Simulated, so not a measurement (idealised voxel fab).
The following process module bears the name voxel tone inversion.
Xsec cut, 230 nm wide, square cell size 5 nm.
Just so we're on the same page, the cross-sections are grids of square cells, and they're listed out in bands top to bottom, each band one or more rows deep. Top, bottom (nm), then materials left to right with widths (nm); lone material tagged "everywhere" fills the whole band edge to edge; "air" = empty space. Height 0 is the level under which the wafer as received is all one material. The lowest band goes on downwards, as in "0..down". Per-row width for "30 to 40": begins at first number (top row of band), ends at second number (bottom row), increment between rows held constant. Key: "everything unchanged" - step with no changed cell in the cross-section. Reported under the label "Enclosed internal voids" are the empty spaces having no open way to the top and comprising 8 cells or more; the notation for each is width x height at distance, in which the distance is measured from the left edge and all three values are in nm. after a step's settings: what the simulator itself notes on the step. overlay nm: where the mask lay relative to plan, measured to the right, on steps with a mask; negatives go left.
**Planned process steps**
1. op RECEIVE | material Si
2. op CONFORMAL_DEP | material SiN | thk nm 5
3. op DIRECTIONAL_DEP | material aC | thk nm 20
4. op PATTERN | tone cover | mask id POSTS | material resist | width nm 15 | pitch nm 45 | thk nm 30 | overlay nm 0
5. op DIRECTIONAL_ETCH | etch materials aC | depth nm 20
6. op STRIP | etch materials resist
7. op FILL_DEP | material SiO2 | thk nm 5
8. op CMP | height nm 25
9. op STRIP | etch materials aC
Same starting wafers, different width nm at step 4. Plan value belongs to the first wafer.
**The as-received cross-section of the first of several wafers corresponds to the state after step 1**
  0..down = Si everywhere
  Enclosed internal voids: none
**Below, a row for every wafer. Read it as the end-of-module picture: for each material the wafer shows its cells gained (+) or lost (-) since it was received, and then its closed voids**
width nm 15; +46 SiN; +160 SiO2; Enclosed internal voids: none
width nm 20; +46 SiN; +152 SiO2; Enclosed internal voids: none
width nm 25; +46 SiN; +144 SiO2; Enclosed internal voids: none
width nm 30; +46 SiN; +136 SiO2; Enclosed internal voids: none
